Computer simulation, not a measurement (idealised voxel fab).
This is a process module. Its name is voxel self aligned contacts.
It is cross-section cut that appears here, measuring 260 nm in width, its square cells being 5 nm in size.
When this document writes out a cross-section, it uses a grid of square cells and lists it as bands, beginning at the top and moving down, with a band standing for one or more rows of cells.
Band entry format. Leading values: height of top, height of bottom, nm. Remainder: materials in left-to-right order, each with its width in nm. Special words: "everywhere" on a single material, which then fills the band edge to edge; "empty", empty space.
The level at which height equals 0 is the one under which the wafer, as it arrives, is entirely one material. No lower edge exists for the bottom band, which continues downward and is notated as in "0 and below".
Top row gets the first number, bottom row gets the second, and each row in between changes by the same step: that is how a band width like "30->40" works.
Step marked "nothing altered"? Then no cell in the cross-section changed in it.
Entry "Closed voids list" = empty spaces >= 8 cells with no open way to the top; each as width x height at distance, distance from left edge, all nm.
Post-settings text on a step line: simulator's own remark regarding the step.
"overlay nm" denotes, for a step that has a mask, the displacement of the mask to the right of its planned place, with negative values corresponding to the left.

THIS SECTION LISTS THE PROCESS STEPS THAT WERE PLANNED
| 1 | RECEIVE, material Si |
| 2 | OXIDIZE, depth nm 5 |
| 3 | DIRECTIONAL_DEP, material polySi, thk nm 30 |
| 4 | DIRECTIONAL_DEP, material SiN, thk nm 15 |
| 5 | DIRECTIONAL_DEP, material aC, thk nm 10 |
| 6 | PATTERN, tone cover, mask id GATE, material resist, width nm 30, pitch nm 55, thk nm 30, overlay nm 0 |
| 7 | DIRECTIONAL_ETCH, etch materials aC, depth nm 10 |
| 8 | STRIP, etch materials resist |
| 9 | DIRECTIONAL_ETCH, etch materials SiN, depth nm 15 |
| 10 | DIRECTIONAL_ETCH, etch materials polySi, depth nm 30 |
| 11 | STRIP, etch materials aC |
| 12 | CONFORMAL_DEP, material SiN, thk nm 5 |
| 13 | DIRECTIONAL_ETCH, etch materials SiN, depth nm 5 |
| 14 | FILL_DEP, material SiO2, thk nm 15 |
| 15 | CMP, height nm 50 |
| 16 | MASKED_ETCH, tone open, mask id CONTACT, width nm 35, etch materials SiO2, depth nm 55, overlay nm 0 |
| 17 | CONFORMAL_DEP, material TiN, thk nm 5 |
| 18 | FILL_DEP, material Ru, thk nm 5 |
| 19 | CMP, height nm 50 |
| 20 | CONFORMAL_DEP, material SiN, thk nm 5 |

INCOMING WAFER IN CROSS-SECTION (STATE: AFTER STEP 1)
0 and below: Si everywhere
Closed voids list: none

CROSS-SECTIONAL IMAGE OF THE FIRST OF TWO WAFERS AT THE END OF THE MODULE, THE RUN HAVING PROCEEDED AS PLANNED
55 down to 50: SiN everywhere
50 down to 45: 110 SiO2 | 15 TiN | 5 Ru | 15 TiN | 115 SiO2
45 down to 30: 80 SiO2 | 40 SiN | 5 TiN | 5 Ru | 5 TiN | 40 SiN | 85 SiO2
30 down to 0: 80 SiO2 | 5 SiN | 30 polySi | 5 SiN | 5 TiN | 5 Ru | 5 TiN | 5 SiN | 30 polySi | 5 SiN | 85 SiO2
0 down to -5: 120 SiO2 | 15 TiN | 125 SiO2
-5 and below: Si everywhere
Closed voids list: none

CROSS-SECTION, WAFER TWO OF TWO, END OF MODULE: SAME START AND PLAN AS WAFER ONE, ONE ERROR IN EXECUTION
55 down to 50: SiN everywhere
50 down to 45: 110 SiO2 | 15 TiN | 5 Ru | 20 TiN | 110 SiO2
45 down to 30: 80 SiO2 | 40 SiN | 5 TiN | 5 Ru | 5 TiN | 40 SiN | 85 SiO2
30 down to 0: 80 SiO2 | 5 SiN | 30 polySi | 5 SiN | 5 TiN | 5 Ru | 5 TiN | 5 SiN | 30 polySi | 5 SiN | 85 SiO2
0 down to -5: 120 SiO2 | 15 TiN | 125 SiO2
-5 and below: Si everywhere
Closed voids list: none
Deviation from plan: step 16 ran with different settings than intended, the actual operation and settings being MASKED_ETCH, tone open, mask id CONTACT, width nm 40, etch materials SiO2, depth nm 55, overlay nm 0
The final cell counts differ between the wafers, with the second having more or fewer of some materials than the first: SiO2 -1 | TiN +1
